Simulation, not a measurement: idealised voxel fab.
process module | voxel lift off
cross-section cut | 250 nm wide | cells 5 nm
A cross-section is a grid of square cells, given in bands from the top down. A band is one or more rows of cells.
Each band's line starts with the height of the band's top and of its bottom, in nm. Then come its materials from left to right, each with its width in nm. One material with "throughout" fills the band from edge to edge. "air" is empty space.
Height 0 is the level under which the wafer as received is all one material. The lowest band goes on downwards, as in "0 down".
A width such as "30 to 40" changes by the same amount from each row of cells to the next, from the band's top row to its bottom row.
"no change" after a step means that no cell of the cross-section changed.
closed voids: empty space of 8 cells or more with no open way to the top, each as width x height at its distance from the left edge, in nm
after a step's settings: what the simulator itself notes on the step
overlay nm, on a step with a mask: how far to the right of its planned place the mask lay; to the left if negative
plan
1 op RECEIVE | material Si
2 op CONFORMAL_DEP | material SiO2 | thk nm 15
3 op PATTERN | tone open | mask id LINES | material resist | width nm 15 | pitch nm 30 | thk nm 25 | overlay nm 0
4 op DIRECTIONAL_DEP | material Ru | thk nm 15
5 op STRIP | etch materials resist
6 op CONFORMAL_DEP | material SiCN | thk nm 5
as received, after step 1
  0 down: Si throughout
  closed voids: none
a wafer at the end: this start, this plan, one mistake
  35 to 30: air 75 | SiCN 25 | air 5 | SiCN 25 | air 5 | SiCN 25 | air 90
  30 to 20: air 75 | SiCN 5 | Ru 15 | SiCN 5 | air 5 | SiCN 5 | Ru 15 | SiCN 5 | air 5 | SiCN 5 | Ru 15 | SiCN 5 | air 90
  20 to 15: SiCN 80 | Ru 15 | SiCN 15 | Ru 15 | SiCN 15 | Ru 15 | SiCN 95
  15 to 0: SiO2 throughout
  0 down: Si throughout
  closed voids: none
what went wrong: step 3 ran as: op PATTERN | tone open | mask id LINES | material resist | width nm 15 | pitch nm 30 | thk nm 25 | overlay nm -5
